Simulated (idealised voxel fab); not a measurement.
Name of the process module below: voxel self aligned contacts
The figure presents cross-section cut, which has a width of 145 nm and is divided into square cells with an edge length of 5 nm.
When this document writes out a cross-section, it uses a grid of square cells and lists it as bands, beginning at the top and moving down, with a band standing for one or more rows of cells.
The band entry comprises the height of the band's top followed by the height of its bottom, expressed in nm, and subsequently the band's materials from left to right, each stated together with its width in nm. Where a single material is marked with the word "edge to edge", that material fills the band from edge to edge. The word "empty" represents empty space.
Heights are reckoned from 0. Under this level, the received wafer is all of one material. The bottommost band is open-ended downward, for example "0 -> down".
The expression "30..40" gives the width at the extremes of the band, the first number at its top row of cells and the second at its bottom row, with the width changing by equal amounts from each row to the next in between.
Basically "changes: none" means that step didn't change any cell in the cross-section.
If an empty space has no open way to the top and is at least 8 cells in size, "Closed-off voids" lists it, written width x height at distance, where distance is measured from the left edge and every value is in nm.
Heads up: the bit after the settings on a step's line is the simulator's remark on that step.
What "overlay nm" on a step's line means: if the step has a mask, that mask lay this far to the right of its planned place, or, when the value is negative, to the left.
[List of planned process steps]
- 1: RECEIVE with material Si
- 2: CONFORMAL_DEP with material SiO2, thk nm 5
- 3: DIRECTIONAL_DEP with material polySi, thk nm 30
- 4: DIRECTIONAL_DEP with material SiN, thk nm 20
- 5: DIRECTIONAL_DEP with material aC, thk nm 15
- 6: PATTERN with tone cover, mask id GATE, material resist, width nm 30, pitch nm 55, thk nm 30, overlay nm 0
- 7: DIRECTIONAL_ETCH with etch materials aC, depth nm 15
- 8: STRIP with etch materials resist
- 9: DIRECTIONAL_ETCH with etch materials SiN, depth nm 20
- 10: DIRECTIONAL_ETCH with etch materials polySi, depth nm 30
- 11: STRIP with etch materials aC
- 12: CONFORMAL_DEP with material SiN, thk nm 5
- 13: DIRECTIONAL_ETCH with etch materials SiN, depth nm 5
- 14: FILL_DEP with material SiO2, thk nm 10
- 15: CMP with height nm 60
- 16: MASKED_ETCH with tone open, mask id CONTACT, width nm 35, etch materials SiO2, depth nm 60, overlay nm 0
- 17: CONFORMAL_DEP with material TiN, thk nm 5
- 18: FILL_DEP with material W, thk nm 10
- 19: CMP with height nm 60
- 20: CONFORMAL_DEP with material SiN, thk nm 5
[The first wafer of two, processed as planned]
[Cross-section: wafer on arrival = after step 1]
  0 -> down  Si edge to edge
  Closed-off voids: none
[Wafer after step 2 (cross-section)]
  5 -> 0  SiO2 edge to edge
  Lower than 0, everything is as it was.
[Wafer after step 3 (cross-section)]
  35 -> 5  polySi edge to edge
  Lower than 5, everything is as it was.
[Wafer after step 4 (cross-section)]
  55 -> 35  SiN edge to edge
  Lower than 35, everything is as it was.
[Wafer after step 5 (cross-section)]
  70 -> 55  aC edge to edge
  Lower than 55, everything is as it was.
[Wafer after step 6 (cross-section)]
  100 -> 70  empty 30, resist 30, empty 25, resist 30, empty 30
  Lower than 70, everything is as it was.
[Wafer after step 7 (cross-section)]
  85 -> 70  empty 30, resist 30, empty 25, resist 30, empty 30
  70 -> 55  empty 30, aC 30, empty 25, aC 30, empty 30
  Lower than 55, everything is as it was.
[Wafer after step 8 (cross-section)]
  70 -> 55  empty 30, aC 30, empty 25, aC 30, empty 30
  Lower than 55, everything is as it was.
[Wafer after step 9 (cross-section)]
  70 -> 55  empty 30, aC 30, empty 25, aC 30, empty 30
  55 -> 35  empty 30, SiN 30, empty 25, SiN 30, empty 30
  Lower than 35, everything is as it was.
[Wafer after step 10 (cross-section)]
  70 -> 55  empty 30, aC 30, empty 25, aC 30, empty 30
  55 -> 35  empty 30, SiN 30, empty 25, SiN 30, empty 30
  35 -> 5  empty 30, polySi 30, empty 25, polySi 30, empty 30
  Lower than 5, everything is as it was.
[Wafer after step 11 (cross-section)]
  55 -> 35  empty 30, SiN 30, empty 25, SiN 30, empty 30
  Lower than 35, everything is as it was.
[Wafer after step 12 (cross-section)]
  60 -> 35  empty 25, SiN 40, empty 15, SiN 40, empty 25
  35 -> 10  empty 25, SiN 5, polySi 30, SiN 5, empty 15, SiN 5, polySi 30, SiN 5, empty 25
  10 -> 5  SiN 30, polySi 30, SiN 25, polySi 30, SiN 30
  Lower than 5, everything is as it was.
[Wafer after step 13 (cross-section)]
  55 -> 35  empty 25, SiN 40, empty 15, SiN 40, empty 25
  35 -> 5  empty 25, SiN 5, polySi 30, SiN 5, empty 15, SiN 5, polySi 30, SiN 5, empty 25
  Lower than 5, everything is as it was.
[Wafer after step 14 (cross-section)]
  65 -> 55  SiO2 edge to edge
  55 -> 35  SiO2 25, SiN 40, SiO2 15, SiN 40, SiO2 25
  35 -> 5  SiO2 25, SiN 5, polySi 30, SiN 5, SiO2 15, SiN 5, polySi 30, SiN 5, SiO2 25
  Lower than 5, everything is as it was.
[Wafer after step 15 (cross-section)]
  60 -> 55  SiO2 edge to edge
  Lower than 55, everything is as it was.
[Wafer after step 16 (cross-section)]
  60 -> 55  SiO2 55, empty 35, SiO2 55
  55 -> 35  SiO2 25, SiN 40, empty 15, SiN 40, SiO2 25
  35 -> 5  SiO2 25, SiN 5, polySi 30, SiN 5, empty 15, SiN 5, polySi 30, SiN 5, SiO2 25
  5 -> 0  SiO2 65, empty 15, SiO2 65
  Lower than 0, everything is as it was.
[Wafer after step 17 (cross-section)]
  65 -> 60  TiN 60, empty 25, TiN 60
  60 -> 55  SiO2 55, TiN 15, empty 5, TiN 15, SiO2 55
  55 -> 35  SiO2 25, SiN 40, TiN 5, empty 5, TiN 5, SiN 40, SiO2 25
  35 -> 5  SiO2 25, SiN 5, polySi 30, SiN 5, TiN 5, empty 5, TiN 5, SiN 5, polySi 30, SiN 5, SiO2 25
  5 -> 0  SiO2 65, TiN 15, SiO2 65
  Lower than 0, everything is as it was.
[Wafer after step 18 (cross-section)]
  75 -> 65  W edge to edge
  65 -> 60  TiN 60, W 25, TiN 60
  60 -> 55  SiO2 55, TiN 15, W 5, TiN 15, SiO2 55
  55 -> 35  SiO2 25, SiN 40, TiN 5, W 5, TiN 5, SiN 40, SiO2 25
  35 -> 5  SiO2 25, SiN 5, polySi 30, SiN 5, TiN 5, W 5, TiN 5, SiN 5, polySi 30, SiN 5, SiO2 25
  Lower than 5, everything is as it was.
[Wafer after step 19 (cross-section)]
  60 -> 55  SiO2 55, TiN 15, W 5, TiN 15, SiO2 55
  Lower than 55, everything is as it was.
[Wafer after step 20 (cross-section)]
  65 -> 60  SiN edge to edge
  Lower than 60, everything is as it was.
[Notes, second wafer: start = first wafer's, plan = first wafer's, execution had one mistake; history identical to first through step 5]
[Second wafer at the planned finish of step 6, seen in cross-section]
  100 -> 70  empty 35, resist 30, empty 25, resist 30, empty 25
  Lower than 70, everything is as it was.
[Second wafer at the planned finish of step 7, seen in cross-section]
  85 -> 70  empty 35, resist 30, empty 25, resist 30, empty 25
  70 -> 55  empty 35, aC 30, empty 25, aC 30, empty 25
  Lower than 55, everything is as it was.
[Second wafer at the planned finish of step 8, seen in cross-section]
  70 -> 55  empty 35, aC 30, empty 25, aC 30, empty 25
  Lower than 55, everything is as it was.
[Second wafer at the planned finish of step 9, seen in cross-section]
  70 -> 55  empty 35, aC 30, empty 25, aC 30, empty 25
  55 -> 35  empty 35, SiN 30, empty 25, SiN 30, empty 25
  Lower than 35, everything is as it was.
[Second wafer at the planned finish of step 10, seen in cross-section]
  70 -> 55  empty 35, aC 30, empty 25, aC 30, empty 25
  55 -> 35  empty 35, SiN 30, empty 25, SiN 30, empty 25
  35 -> 5  empty 35, polySi 30, empty 25, polySi 30, empty 25
  Lower than 5, everything is as it was.
[Second wafer at the planned finish of step 11, seen in cross-section]
  55 -> 35  empty 35, SiN 30, empty 25, SiN 30, empty 25
  Lower than 35, everything is as it was.
[Second wafer at the planned finish of step 12, seen in cross-section]
  60 -> 35  empty 30, SiN 40, empty 15, SiN 40, empty 20
  35 -> 10  empty 30, SiN 5, polySi 30, SiN 5, empty 15, SiN 5, polySi 30, SiN 5, empty 20
  10 -> 5  SiN 35, polySi 30, SiN 25, polySi 30, SiN 25
  Lower than 5, everything is as it was.
[Second wafer at the planned finish of step 13, seen in cross-section]
  55 -> 35  empty 30, SiN 40, empty 15, SiN 40, empty 20
  35 -> 5  empty 30, SiN 5, polySi 30, SiN 5, empty 15, SiN 5, polySi 30, SiN 5, empty 20
  Lower than 5, everything is as it was.
[Second wafer at the planned finish of step 14, seen in cross-section]
  65 -> 55  SiO2 edge to edge
  55 -> 35  SiO2 30, SiN 40, SiO2 15, SiN 40, SiO2 20
  35 -> 5  SiO2 30, SiN 5, polySi 30, SiN 5, SiO2 15, SiN 5, polySi 30, SiN 5, SiO2 20
  Lower than 5, everything is as it was.
[Second wafer at the planned finish of step 15, seen in cross-section]
  60 -> 55  SiO2 edge to edge
  Lower than 55, everything is as it was.
[Second wafer at the planned finish of step 16, seen in cross-section]
  60 -> 55  SiO2 55, empty 35, SiO2 55
  55 -> 35  SiO2 30, SiN 40, empty 15, SiN 40, SiO2 20
  35 -> 5  SiO2 30, SiN 5, polySi 30, SiN 5, empty 15, SiN 5, polySi 30, SiN 5, SiO2 20
  5 -> 0  SiO2 70, empty 15, SiO2 60
  Lower than 0, everything is as it was.
[Second wafer at the planned finish of step 17, seen in cross-section]
  65 -> 60  TiN 60, empty 25, TiN 60
  60 -> 55  SiO2 55, TiN 20, empty 5, TiN 10, SiO2 55
  55 -> 35  SiO2 30, SiN 40, TiN 5, empty 5, TiN 5, SiN 40, SiO2 20
  35 -> 5  SiO2 30, SiN 5, polySi 30, SiN 5, TiN 5, empty 5, TiN 5, SiN 5, polySi 30, SiN 5, SiO2 20
  5 -> 0  SiO2 70, TiN 15, SiO2 60
  Lower than 0, everything is as it was.
[Second wafer at the planned finish of step 18, seen in cross-section]
  75 -> 65  W edge to edge
  65 -> 60  TiN 60, W 25, TiN 60
  60 -> 55  SiO2 55, TiN 20, W 5, TiN 10, SiO2 55
  55 -> 35  SiO2 30, SiN 40, TiN 5, W 5, TiN 5, SiN 40, SiO2 20
  35 -> 5  SiO2 30, SiN 5, polySi 30, SiN 5, TiN 5, W 5, TiN 5, SiN 5, polySi 30, SiN 5, SiO2 20
  Lower than 5, everything is as it was.
[Second wafer at the planned finish of step 19, seen in cross-section]
  60 -> 55  SiO2 55, TiN 20, W 5, TiN 10, SiO2 55
  Lower than 55, everything is as it was.
[Second wafer at the planned finish of step 20, seen in cross-section]
  65 -> 60  SiN edge to edge
  Lower than 60, everything is as it was.
The mistake made against the process plan was this: step 6 off recipe, ran as PATTERN with tone cover, mask id GATE, material resist, width nm 30, pitch nm 55, thk nm 30, overlay nm 5
At the close, every material occupies the same number of cells on the second wafer as on the first, only in different positions.
